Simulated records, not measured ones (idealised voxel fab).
voxel released beams: a process module
Square cell edge 5 nm, section width 270 nm, ID cut.
Reading order for cross-sections: top band down to bottom band. Underlying form: a grid of square cells. Band size: one or more rows of cells.
A band entry consists of two parts. The first gives the height of the band's top and the height of its bottom, in nm. The rest lists the band's materials from left to right, each with its width in nm. A single material labelled with the word "edge to edge" fills the band from edge to edge, and the word "empty" marks empty space.
Height datum 0, below which the as-received substrate wafer is one material. Lowest band open at the bottom, running downward: "0 nm and below".
You'd read "30->40" like this: the band's top row of cells is as wide as the first number, its bottom row is as wide as the second, and going down, every row changes width by the same amount as the row before did.
Where the words "same as before" appear for a step, the cross-section shows no cell changed by that step; every cell remained as before.
"Sealed void listing" means: voids of 8 cells or more that are shut off from the top with no open way through. Written width x height at distance, distance from the left edge, in nm.
Read whatever lies past the settings on a step's line as the simulator's own remark about the step.
overlay nm: how far to the right of its planned place the mask lay on this masked step (negative: to the left).

THE PLANNED PROCESS STEPS ARE ENUMERATED HEREUNDER
1,RECEIVE: material Si
2,CONFORMAL_DEP: material SiN, thk nm 5
3,DIRECTIONAL_DEP: material SiO2, thk nm 10
4,MASKED_ETCH: tone open, mask id ANCHOR, width nm 35, etch materials SiO2, depth nm 10, overlay nm 0
5,CONFORMAL_DEP: material polySi, thk nm 10
6,DIRECTIONAL_DEP: material aC, thk nm 15
7,PATTERN: tone cover, mask id BEAM, material resist, width nm 100, thk nm 30, overlay nm 0
8,DIRECTIONAL_ETCH: etch materials aC, depth nm 15
9,STRIP: etch materials resist
10,DIRECTIONAL_ETCH: etch materials polySi, depth nm 10
11,STRIP: etch materials aC
12,STRIP: etch materials SiO2

THE CROSS-SECTION HERE SHOWS THE WAFER AS RECEIVED, I.E. IN ITS STATE AFTER STEP 1
* 0 nm and below = Si edge to edge
* Sealed void listing: none

HERE'S THE CROSS-SECTION OF THE FIRST OF OUR TWO WAFERS AT THE END OF THE MODULE - IT RAN AS PLANNED
* 25 nm to 15 nm = empty=80 | polySi=15 | empty=15 | polySi=70 | empty=90
* 15 nm to 5 nm = empty=85 | polySi=35 | empty=150
* 5 nm to 0 nm = SiN edge to edge
* 0 nm and below = Si edge to edge
* Sealed void listing: none

WAFER TWO, END OF MODULE, CROSS-SECTION. SAME START, SAME PLAN AS WAFER ONE. ONE MISTAKE IN THE RUN
* 25 nm to 15 nm = empty=80 | polySi=20 | empty=5 | polySi=75 | empty=90
* 15 nm to 5 nm = empty=90 | polySi=25 | empty=155
* 5 nm to 0 nm = SiN edge to edge
* 0 nm and below = Si edge to edge
* Sealed void listing: none
What was done differently from what was planned? rather than as planned, step 4 actually ran as MASKED_ETCH: tone open, mask id ANCHOR, width nm 25, etch materials SiO2, depth nm 10, overlay nm 0
At the close, every material occupies the same number of cells on the second wafer as on the first, only in different positions.
